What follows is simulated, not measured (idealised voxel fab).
Process module, titled voxel capacitor over wiring
Cross-section cut spans 270 nm and uses square cells 5 nm in size.
Heads up, the way a cross-section reads in here is a grid of square cells, handed over as bands from the top down, with every band being one or more rows of cells.
Top, bottom (nm), then materials left to right with widths (nm); lone material tagged "full width" fills the whole band edge to edge; "blank" = empty space.
Note: height 0 marks the level under which the wafer is uniformly one material as received. Lowest band unbounded below, written "top 0, no bottom".
When a width is written as two numbers, as in "30->40", the first number is the width in the top row of cells of the band and the second is the width in its bottom row, and the width changes by the same amount from each row to the next.
It should be understood that the words "everything unchanged", when stated for a given step, signify that the cross-section underwent no change in any of its cells during that step.
Any empty space of 8 cells or more lacking an open way to the top shows up in "Enclosed empty spaces" as width x height at distance, distance from the left edge, in nm.
Read whatever lies past the settings on a step's line as the simulator's own remark about the step.
"overlay nm" on a masked step: distance the mask lay right of its planned place, negative for left.

[The planned process steps are enumerated hereunder]
1. RECEIVE: material Si
2. CONFORMAL_DEP: material SiO2, thk nm 15
3. CONFORMAL_DEP: material SiN, thk nm 5
4. DIRECTIONAL_DEP: material SiO2, thk nm 20
5. PATTERN: tone open, mask id METAL_1, material resist, width nm 30, pitch nm 90, thk nm 20, overlay nm 0
6. DIRECTIONAL_ETCH: etch materials SiO2, depth nm 20
7. DIRECTIONAL_ETCH: etch materials SiN, depth nm 5
8. STRIP: etch materials resist
9. CONFORMAL_DEP: material TiN, thk nm 5
10. FILL_DEP: material Ru, thk nm 10
11. CMP: height nm 40
12. EPI: material Ru, thk nm 5
13. FILL_DEP: material SiCN, thk nm 5
14. DIRECTIONAL_DEP: material lowk, thk nm 15
15. DIRECTIONAL_DEP: material aC, thk nm 10
16. PATTERN: tone open, mask id PLUG_1, material resist, width nm 15, thk nm 25, overlay nm 0
17. DIRECTIONAL_ETCH: etch materials aC, depth nm 10
18. STRIP: etch materials resist
19. DIRECTIONAL_ETCH: etch materials lowk, depth nm 15
20. DIRECTIONAL_ETCH: etch materials SiCN, depth nm 5
21. STRIP: etch materials aC
22. CONFORMAL_DEP: material TiN, thk nm 5
23. FILL_DEP: material Cu, thk nm 5
24. CMP: height nm 65
25. DIRECTIONAL_DEP: material TiN, thk nm 5
26. DIRECTIONAL_DEP: material Al2O3, thk nm 5
27. DIRECTIONAL_DEP: material TiN, thk nm 10
28. DIRECTIONAL_DEP: material aC, thk nm 15
29. PATTERN: tone cover, mask id UPPER_PLATE, material resist, width nm 65, thk nm 35, overlay nm 0
30. DIRECTIONAL_ETCH: etch materials aC, depth nm 15
31. STRIP: etch materials resist
32. DIRECTIONAL_ETCH: etch materials TiN, depth nm 10
33. DIRECTIONAL_ETCH: etch materials Al2O3, depth nm 5
34. STRIP: etch materials aC
35. PATTERN: tone cover, mask id LOWER_PLATE, material resist, width nm 75, thk nm 20, overlay nm 0
36. DIRECTIONAL_ETCH: etch materials TiN, depth nm 5
37. STRIP: etch materials resist
38. FILL_DEP: material SiO2, thk nm 15
39. CMP: height nm 95
40. MASKED_ETCH: tone open, mask id PLUG_2, width nm 15, etch materials SiO2, depth nm 10, overlay nm 0
41. CONFORMAL_DEP: material TiN, thk nm 5
42. FILL_DEP: material Cu, thk nm 10
43. CMP: height nm 95
44. CONFORMAL_DEP: material SiCN, thk nm 5

[First wafer out of two, processed as planned]

[So this is the incoming wafer in cross-section - it's already been through step 1]
- top 0, no bottom: Si full width
- Enclosed empty spaces: none

[So this is the wafer cross-section right after step 2]
- top 15, bottom 0: SiO2 full width
- At heights below 0, the structure remains unaltered.

[So this is the wafer cross-section right after step 3]
- top 20, bottom 15: SiN full width
- At heights below 15, the structure remains unaltered.

[So this is the wafer cross-section right after step 4]
- top 40, bottom 20: SiO2 full width
- At heights below 20, the structure remains unaltered.

[So this is the wafer cross-section right after step 5]
- top 60, bottom 40: resist=75, then blank=30, then resist=60, then blank=30, then resist=75
- At heights below 40, the structure remains unaltered.

[So this is the wafer cross-section right after step 6]
- top 60, bottom 40: resist=75, then blank=30, then resist=60, then blank=30, then resist=75
- top 40, bottom 20: SiO2=75, then blank=30, then SiO2=60, then blank=30, then SiO2=75
- At heights below 20, the structure remains unaltered.

[So this is the wafer cross-section right after step 7]
- top 60, bottom 40: resist=75, then blank=30, then resist=60, then blank=30, then resist=75
- top 40, bottom 20: SiO2=75, then blank=30, then SiO2=60, then blank=30, then SiO2=75
- top 20, bottom 15: SiN=75, then blank=30, then SiN=60, then blank=30, then SiN=75
- At heights below 15, the structure remains unaltered.

[So this is the wafer cross-section right after step 8]
- top 40, bottom 20: SiO2=75, then blank=30, then SiO2=60, then blank=30, then SiO2=75
- At heights below 20, the structure remains unaltered.

[So this is the wafer cross-section right after step 9]
- top 45, bottom 40: TiN=80, then blank=20, then TiN=70, then blank=20, then TiN=80
- top 40, bottom 20: SiO2=75, then TiN=5, then blank=20, then TiN=5, then SiO2=60, then TiN=5, then blank=20, then TiN=5, then SiO2=75
- top 20, bottom 15: SiN=75, then TiN=30, then SiN=60, then TiN=30, then SiN=75
- At heights below 15, the structure remains unaltered.

[So this is the wafer cross-section right after step 10]
- top 55, bottom 45: Ru full width
- top 45, bottom 40: TiN=80, then Ru=20, then TiN=70, then Ru=20, then TiN=80
- top 40, bottom 20: SiO2=75, then TiN=5, then Ru=20, then TiN=5, then SiO2=60, then TiN=5, then Ru=20, then TiN=5, then SiO2=75
- At heights below 20, the structure remains unaltered.

[So this is the wafer cross-section right after step 11]
- top 40, bottom 20: SiO2=75, then TiN=5, then Ru=20, then TiN=5, then SiO2=60, then TiN=5, then Ru=20, then TiN=5, then SiO2=75
- At heights below 20, the structure remains unaltered.

[So this is the wafer cross-section right after step 12]
- top 45, bottom 40: blank=70, then Ru=40, then blank=50, then Ru=40, then blank=70
- At heights below 40, the structure remains unaltered.

[So this is the wafer cross-section right after step 13]
- top 50, bottom 45: SiCN full width
- top 45, bottom 40: SiCN=70, then Ru=40, then SiCN=50, then Ru=40, then SiCN=70
- At heights below 40, the structure remains unaltered.

[So this is the wafer cross-section right after step 14]
- top 65, bottom 50: lowk full width
- At heights below 50, the structure remains unaltered.

[So this is the wafer cross-section right after step 15]
- top 75, bottom 65: aC full width
- At heights below 65, the structure remains unaltered.

[So this is the wafer cross-section right after step 16]
- top 100, bottom 75: resist=90, then blank=15, then resist=165
- At heights below 75, the structure remains unaltered.

[So this is the wafer cross-section right after step 17]
- top 90, bottom 75: resist=90, then blank=15, then resist=165
- top 75, bottom 65: aC=90, then blank=15, then aC=165
- At heights below 65, the structure remains unaltered.

[So this is the wafer cross-section right after step 18]
- top 75, bottom 65: aC=90, then blank=15, then aC=165
- At heights below 65, the structure remains unaltered.

[So this is the wafer cross-section right after step 19]
- top 75, bottom 65: aC=90, then blank=15, then aC=165
- top 65, bottom 50: lowk=90, then blank=15, then lowk=165
- At heights below 50, the structure remains unaltered.

[So this is the wafer cross-section right after step 20]
- top 75, bottom 65: aC=90, then blank=15, then aC=165
- top 65, bottom 50: lowk=90, then blank=15, then lowk=165
- top 50, bottom 45: SiCN=90, then blank=15, then SiCN=165
- At heights below 45, the structure remains unaltered.

[So this is the wafer cross-section right after step 21]
- top 65, bottom 50: lowk=90, then blank=15, then lowk=165
- At heights below 50, the structure remains unaltered.

[So this is the wafer cross-section right after step 22]
- top 70, bottom 65: TiN=95, then blank=5, then TiN=170
- top 65, bottom 50: lowk=90, then TiN=5, then blank=5, then TiN=5, then lowk=165
- top 50, bottom 45: SiCN=90, then TiN=15, then SiCN=165
- At heights below 45, the structure remains unaltered.

[So this is the wafer cross-section right after step 23]
- top 75, bottom 70: Cu full width
- top 70, bottom 65: TiN=95, then Cu=5, then TiN=170
- top 65, bottom 50: lowk=90, then TiN=5, then Cu=5, then TiN=5, then lowk=165
- At heights below 50, the structure remains unaltered.

[So this is the wafer cross-section right after step 24]
- top 65, bottom 50: lowk=90, then TiN=5, then Cu=5, then TiN=5, then lowk=165
- At heights below 50, the structure remains unaltered.

[So this is the wafer cross-section right after step 25]
- top 70, bottom 65: TiN full width
- At heights below 65, the structure remains unaltered.

[So this is the wafer cross-section right after step 26]
- top 75, bottom 70: Al2O3 full width
- At heights below 70, the structure remains unaltered.

[So this is the wafer cross-section right after step 27]
- top 85, bottom 75: TiN full width
- At heights below 75, the structure remains unaltered.

[So this is the wafer cross-section right after step 28]
- top 100, bottom 85: aC full width
- At heights below 85, the structure remains unaltered.

[So this is the wafer cross-section right after step 29]
- top 135, bottom 100: blank=90, then resist=65, then blank=115
- At heights below 100, the structure remains unaltered.

[So this is the wafer cross-section right after step 30]
- top 120, bottom 100: blank=90, then resist=65, then blank=115
- top 100, bottom 85: blank=90, then aC=65, then blank=115
- At heights below 85, the structure remains unaltered.

[So this is the wafer cross-section right after step 31]
- top 100, bottom 85: blank=90, then aC=65, then blank=115
- At heights below 85, the structure remains unaltered.

[So this is the wafer cross-section right after step 32]
- top 100, bottom 85: blank=90, then aC=65, then blank=115
- top 85, bottom 75: blank=90, then TiN=65, then blank=115
- At heights below 75, the structure remains unaltered.

[So this is the wafer cross-section right after step 33]
- top 100, bottom 85: blank=90, then aC=65, then blank=115
- top 85, bottom 75: blank=90, then TiN=65, then blank=115
- top 75, bottom 70: blank=90, then Al2O3=65, then blank=115
- At heights below 70, the structure remains unaltered.

[So this is the wafer cross-section right after step 34]
- top 85, bottom 75: blank=90, then TiN=65, then blank=115
- At heights below 75, the structure remains unaltered.

[So this is the wafer cross-section right after step 35]
- top 105, bottom 85: blank=85, then resist=75, then blank=110
- top 85, bottom 75: blank=85, then resist=5, then TiN=65, then resist=5, then blank=110
- top 75, bottom 70: blank=85, then resist=5, then Al2O3=65, then resist=5, then blank=110
- At heights below 70, the structure remains unaltered.

[So this is the wafer cross-section right after step 36]
- top 105, bottom 85: blank=85, then resist=75, then blank=110
- top 85, bottom 75: blank=85, then resist=5, then TiN=65, then resist=5, then blank=110
- top 75, bottom 70: blank=85, then resist=5, then Al2O3=65, then resist=5, then blank=110
- top 70, bottom 65: blank=85, then TiN=75, then blank=110
- At heights below 65, the structure remains unaltered.

[So this is the wafer cross-section right after step 37]
- top 85, bottom 75: blank=90, then TiN=65, then blank=115
- top 75, bottom 70: blank=90, then Al2O3=65, then blank=115
- At heights below 70, the structure remains unaltered.

[So this is the wafer cross-section right after step 38]
- top 100, bottom 85: SiO2 full width
- top 85, bottom 75: SiO2=90, then TiN=65, then SiO2=115
- top 75, bottom 70: SiO2=90, then Al2O3=65, then SiO2=115
- top 70, bottom 65: SiO2=85, then TiN=75, then SiO2=110
- At heights below 65, the structure remains unaltered.

[So this is the wafer cross-section right after step 39]
- top 95, bottom 85: SiO2 full width
- At heights below 85, the structure remains unaltered.

[So this is the wafer cross-section right after step 40]
- top 95, bottom 85: SiO2=100, then blank=15, then SiO2=155
- At heights below 85, the structure remains unaltered.

[So this is the wafer cross-section right after step 41]
- top 100, bottom 95: TiN=105, then blank=5, then TiN=160
- top 95, bottom 90: SiO2=100, then TiN=5, then blank=5, then TiN=5, then SiO2=155
- top 90, bottom 85: SiO2=100, then TiN=15, then SiO2=155
- At heights below 85, the structure remains unaltered.

[So this is the wafer cross-section right after step 42]
- top 110, bottom 100: Cu full width
- top 100, bottom 95: TiN=105, then Cu=5, then TiN=160
- top 95, bottom 90: SiO2=100, then TiN=5, then Cu=5, then TiN=5, then SiO2=155
- At heights below 90, the structure remains unaltered.

[So this is the wafer cross-section right after step 43]
- top 95, bottom 90: SiO2=100, then TiN=5, then Cu=5, then TiN=5, then SiO2=155
- At heights below 90, the structure remains unaltered.

[So this is the wafer cross-section right after step 44]
- top 100, bottom 95: SiCN full width
- At heights below 95, the structure remains unaltered.

[Wafer two of two - same starting point, same process plan, one mistake in execution; matches wafer one up to and including step 4]

[Cross-sectional view of the second wafer at the intended end time of process step 5]
- top 60, bottom 40: resist=85, then blank=30, then resist=60, then blank=30, then resist=65
- At heights below 40, the structure remains unaltered.

[Cross-sectional view of the second wafer at the intended end time of process step 6]
- top 60, bottom 40: resist=85, then blank=30, then resist=60, then blank=30, then resist=65
- top 40, bottom 20: SiO2=85, then blank=30, then SiO2=60, then blank=30, then SiO2=65
- At heights below 20, the structure remains unaltered.

[Cross-sectional view of the second wafer at the intended end time of process step 7]
- top 60, bottom 40: resist=85, then blank=30, then resist=60, then blank=30, then resist=65
- top 40, bottom 20: SiO2=85, then blank=30, then SiO2=60, then blank=30, then SiO2=65
- top 20, bottom 15: SiN=85, then blank=30, then SiN=60, then blank=30, then SiN=65
- At heights below 15, the structure remains unaltered.

[Cross-sectional view of the second wafer at the intended end time of process step 8]
- top 40, bottom 20: SiO2=85, then blank=30, then SiO2=60, then blank=30, then SiO2=65
- At heights below 20, the structure remains unaltered.

[Cross-sectional view of the second wafer at the intended end time of process step 9]
- top 45, bottom 40: TiN=90, then blank=20, then TiN=70, then blank=20, then TiN=70
- top 40, bottom 20: SiO2=85, then TiN=5, then blank=20, then TiN=5, then SiO2=60, then TiN=5, then blank=20, then TiN=5, then SiO2=65
- top 20, bottom 15: SiN=85, then TiN=30, then SiN=60, then TiN=30, then SiN=65
- At heights below 15, the structure remains unaltered.

[Cross-sectional view of the second wafer at the intended end time of process step 10]
- top 55, bottom 45: Ru full width
- top 45, bottom 40: TiN=90, then Ru=20, then TiN=70, then Ru=20, then TiN=70
- top 40, bottom 20: SiO2=85, then TiN=5, then Ru=20, then TiN=5, then SiO2=60, then TiN=5, then Ru=20, then TiN=5, then SiO2=65
- At heights below 20, the structure remains unaltered.

[Cross-sectional view of the second wafer at the intended end time of process step 11]
- top 40, bottom 20: SiO2=85, then TiN=5, then Ru=20, then TiN=5, then SiO2=60, then TiN=5, then Ru=20, then TiN=5, then SiO2=65
- At heights below 20, the structure remains unaltered.

[Cross-sectional view of the second wafer at the intended end time of process step 12]
- top 45, bottom 40: blank=80, then Ru=40, then blank=50, then Ru=40, then blank=60
- At heights below 40, the structure remains unaltered.

[Cross-sectional view of the second wafer at the intended end time of process step 13]
- top 50, bottom 45: SiCN full width
- top 45, bottom 40: SiCN=80, then Ru=40, then SiCN=50, then Ru=40, then SiCN=60
- At heights below 40, the structure remains unaltered.

[Cross-sectional view of the second wafer at the intended end time of process step 14]
- top 65, bottom 50: lowk full width
- At heights below 50, the structure remains unaltered.

[Cross-sectional view of the second wafer at the intended end time of process step 15]
- top 75, bottom 65: aC full width
- At heights below 65, the structure remains unaltered.

[Cross-sectional view of the second wafer at the intended end time of process step 16]
- top 100, bottom 75: resist=90, then blank=15, then resist=165
- At heights below 75, the structure remains unaltered.

[Cross-sectional view of the second wafer at the intended end time of process step 17]
- top 90, bottom 75: resist=90, then blank=15, then resist=165
- top 75, bottom 65: aC=90, then blank=15, then aC=165
- At heights below 65, the structure remains unaltered.

[Cross-sectional view of the second wafer at the intended end time of process step 18]
- top 75, bottom 65: aC=90, then blank=15, then aC=165
- At heights below 65, the structure remains unaltered.

[Cross-sectional view of the second wafer at the intended end time of process step 19]
- top 75, bottom 65: aC=90, then blank=15, then aC=165
- top 65, bottom 50: lowk=90, then blank=15, then lowk=165
- At heights below 50, the structure remains unaltered.

[Cross-sectional view of the second wafer at the intended end time of process step 20]
- top 75, bottom 65: aC=90, then blank=15, then aC=165
- top 65, bottom 50: lowk=90, then blank=15, then lowk=165
- top 50, bottom 45: SiCN=90, then blank=15, then SiCN=165
- At heights below 45, the structure remains unaltered.

[Cross-sectional view of the second wafer at the intended end time of process step 21]
- top 65, bottom 50: lowk=90, then blank=15, then lowk=165
- At heights below 50, the structure remains unaltered.

[Cross-sectional view of the second wafer at the intended end time of process step 22]
- top 70, bottom 65: TiN=95, then blank=5, then TiN=170
- top 65, bottom 50: lowk=90, then TiN=5, then blank=5, then TiN=5, then lowk=165
- top 50, bottom 45: SiCN=90, then TiN=15, then SiCN=165
- At heights below 45, the structure remains unaltered.

[Cross-sectional view of the second wafer at the intended end time of process step 23]
- top 75, bottom 70: Cu full width
- top 70, bottom 65: TiN=95, then Cu=5, then TiN=170
- top 65, bottom 50: lowk=90, then TiN=5, then Cu=5, then TiN=5, then lowk=165
- At heights below 50, the structure remains unaltered.

[Cross-sectional view of the second wafer at the intended end time of process step 24]
- top 65, bottom 50: lowk=90, then TiN=5, then Cu=5, then TiN=5, then lowk=165
- At heights below 50, the structure remains unaltered.

[Cross-sectional view of the second wafer at the intended end time of process step 25]
- top 70, bottom 65: TiN full width
- At heights below 65, the structure remains unaltered.

[Cross-sectional view of the second wafer at the intended end time of process step 26]
- top 75, bottom 70: Al2O3 full width
- At heights below 70, the structure remains unaltered.

[Cross-sectional view of the second wafer at the intended end time of process step 27]
- top 85, bottom 75: TiN full width
- At heights below 75, the structure remains unaltered.

[Cross-sectional view of the second wafer at the intended end time of process step 28]
- top 100, bottom 85: aC full width
- At heights below 85, the structure remains unaltered.

[Cross-sectional view of the second wafer at the intended end time of process step 29]
- top 135, bottom 100: blank=90, then resist=65, then blank=115
- At heights below 100, the structure remains unaltered.

[Cross-sectional view of the second wafer at the intended end time of process step 30]
- top 120, bottom 100: blank=90, then resist=65, then blank=115
- top 100, bottom 85: blank=90, then aC=65, then blank=115
- At heights below 85, the structure remains unaltered.

[Cross-sectional view of the second wafer at the intended end time of process step 31]
- top 100, bottom 85: blank=90, then aC=65, then blank=115
- At heights below 85, the structure remains unaltered.

[Cross-sectional view of the second wafer at the intended end time of process step 32]
- top 100, bottom 85: blank=90, then aC=65, then blank=115
- top 85, bottom 75: blank=90, then TiN=65, then blank=115
- At heights below 75, the structure remains unaltered.

[Cross-sectional view of the second wafer at the intended end time of process step 33]
- top 100, bottom 85: blank=90, then aC=65, then blank=115
- top 85, bottom 75: blank=90, then TiN=65, then blank=115
- top 75, bottom 70: blank=90, then Al2O3=65, then blank=115
- At heights below 70, the structure remains unaltered.

[Cross-sectional view of the second wafer at the intended end time of process step 34]
- top 85, bottom 75: blank=90, then TiN=65, then blank=115
- At heights below 75, the structure remains unaltered.

[Cross-sectional view of the second wafer at the intended end time of process step 35]
- top 105, bottom 85: blank=85, then resist=75, then blank=110
- top 85, bottom 75: blank=85, then resist=5, then TiN=65, then resist=5, then blank=110
- top 75, bottom 70: blank=85, then resist=5, then Al2O3=65, then resist=5, then blank=110
- At heights below 70, the structure remains unaltered.

[Cross-sectional view of the second wafer at the intended end time of process step 36]
- top 105, bottom 85: blank=85, then resist=75, then blank=110
- top 85, bottom 75: blank=85, then resist=5, then TiN=65, then resist=5, then blank=110
- top 75, bottom 70: blank=85, then resist=5, then Al2O3=65, then resist=5, then blank=110
- top 70, bottom 65: blank=85, then TiN=75, then blank=110
- At heights below 65, the structure remains unaltered.

[Cross-sectional view of the second wafer at the intended end time of process step 37]
- top 85, bottom 75: blank=90, then TiN=65, then blank=115
- top 75, bottom 70: blank=90, then Al2O3=65, then blank=115
- At heights below 70, the structure remains unaltered.

[Cross-sectional view of the second wafer at the intended end time of process step 38]
- top 100, bottom 85: SiO2 full width
- top 85, bottom 75: SiO2=90, then TiN=65, then SiO2=115
- top 75, bottom 70: SiO2=90, then Al2O3=65, then SiO2=115
- top 70, bottom 65: SiO2=85, then TiN=75, then SiO2=110
- At heights below 65, the structure remains unaltered.

[Cross-sectional view of the second wafer at the intended end time of process step 39]
- top 95, bottom 85: SiO2 full width
- At heights below 85, the structure remains unaltered.

[Cross-sectional view of the second wafer at the intended end time of process step 40]
- top 95, bottom 85: SiO2=100, then blank=15, then SiO2=155
- At heights below 85, the structure remains unaltered.

[Cross-sectional view of the second wafer at the intended end time of process step 41]
- top 100, bottom 95: TiN=105, then blank=5, then TiN=160
- top 95, bottom 90: SiO2=100, then TiN=5, then blank=5, then TiN=5, then SiO2=155
- top 90, bottom 85: SiO2=100, then TiN=15, then SiO2=155
- At heights below 85, the structure remains unaltered.

[Cross-sectional view of the second wafer at the intended end time of process step 42]
- top 110, bottom 100: Cu full width
- top 100, bottom 95: TiN=105, then Cu=5, then TiN=160
- top 95, bottom 90: SiO2=100, then TiN=5, then Cu=5, then TiN=5, then SiO2=155
- At heights below 90, the structure remains unaltered.

[Cross-sectional view of the second wafer at the intended end time of process step 43]
- top 95, bottom 90: SiO2=100, then TiN=5, then Cu=5, then TiN=5, then SiO2=155
- At heights below 90, the structure remains unaltered.

[Cross-sectional view of the second wafer at the intended end time of process step 44]
- top 100, bottom 95: SiCN full width
- At heights below 95, the structure remains unaltered.
Against the plan, the run slipped here: step 5 ran with different settings than intended, the actual operation and settings being PATTERN: tone open, mask id METAL_1, material resist, width nm 30, pitch nm 90, thk nm 20, overlay nm 10
Comparing end states, the material composition by cell count is preserved from the first wafer to the second, while the locations of the cells are not.
